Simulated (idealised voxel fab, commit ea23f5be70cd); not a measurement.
Process module heading - voxel self aligned contacts
The width of the displayed cross-section, cut, is 245 nm; its cells are square, with a size of 5 nm.
Square cells in a grid make up a cross-section in this document, and the grid is given as bands, listed from the top down, each one or more rows of cells.
In this notation a band is specified by the heights of its top and bottom, in that order and in nm, after which its materials appear from left to right, each paired with its width in nm. The word "everywhere" attached to a single material means that material fills the band from edge to edge; the word "air" stands for empty space.
We count height from 0. Below that, the starting wafer is all one material. The lowest band never ends at the bottom but goes on down; see "top 0, no bottom" for how that is written.
The width entry "30..40" should be interpreted row by row: the top row of cells in the band takes the first number, the bottom row takes the second number, and the change between adjacent rows is uniform throughout.
Take "all unchanged" at face value: in the step it is given for, the cross-section changed in none of its cells.
The entry "Sealed void listing" lists the empty spaces that cover at least 8 cells and have no open path to the top. Each is written as width x height at distance, where the distance is measured from the left edge and all three values are in nm.
The remark found on a step's line after its settings is issued by the simulator itself and pertains to that step.
What "overlay nm" on a step's line means: if the step has a mask, that mask lay this far to the right of its planned place, or, when the value is negative, to the left.
THE PLANNED PROCESS STEPS ARE ENUMERATED HEREUNDER
| 1 | RECEIVE [material Si] |
| 2 | OXIDIZE [depth nm 5] |
| 3 | DIRECTIONAL_DEP [material polySi] [thk nm 20] |
| 4 | DIRECTIONAL_DEP [material SiN] [thk nm 20] |
| 5 | PATTERN [tone cover] [mask id GATE] [material resist] [width nm 35] [pitch nm 60] [thk nm 20] [overlay nm 0] |
| 6 | DIRECTIONAL_ETCH [etch materials SiN] [depth nm 20] |
| 7 | DIRECTIONAL_ETCH [etch materials polySi] [depth nm 20] |
| 8 | STRIP [etch materials resist] |
| 9 | CONFORMAL_DEP [material SiN] [thk nm 5] |
| 10 | DIRECTIONAL_ETCH [etch materials SiN] [depth nm 5] |
| 11 | FILL_DEP [material SiO2] [thk nm 10] |
| 12 | CMP [height nm 45] |
| 13 | MASKED_ETCH [tone open] [mask id CONTACT] [width nm 45] [etch materials SiO2] [depth nm 50] [overlay nm 0] |
| 14 | CONFORMAL_DEP [material TiN] [thk nm 5] |
| 15 | FILL_DEP [material W] [thk nm 10] |
| 16 | CMP [height nm 45] |
| 17 | CONFORMAL_DEP [material SiN] [thk nm 5] |
AS RECEIVED, AFTER STEP 1
top 0, no bottom | Si everywhere
Sealed void listing: none
END-OF-MODULE CROSS-SECTION. STARTING STRUCTURE AND PROCESS PLAN AS ABOVE; ONE MISTAKE MADE IN RUNNING IT
top 50, bottom 45 | polySi everywhere
top 45, bottom 40 | 100 of SiO2 | 20 of TiN | 5 of W | 20 of TiN | 100 of SiO2
top 40, bottom 20 | 70 of SiO2 | 45 of SiN | 5 of TiN | 5 of W | 5 of TiN | 45 of SiN | 70 of SiO2
top 20, bottom 0 | 70 of SiO2 | 5 of SiN | 35 of polySi | 5 of SiN | 5 of TiN | 5 of W | 5 of TiN | 5 of SiN | 35 of polySi | 5 of SiN | 70 of SiO2
top 0, bottom -5 | 115 of SiO2 | 15 of TiN | 115 of SiO2
top -5, no bottom | Si everywhere
Sealed void listing: none
Run error: it should be noted that step 17 was executed with settings other than those planned, the operation and settings actually applied being CONFORMAL_DEP [material polySi] [thk nm 5]
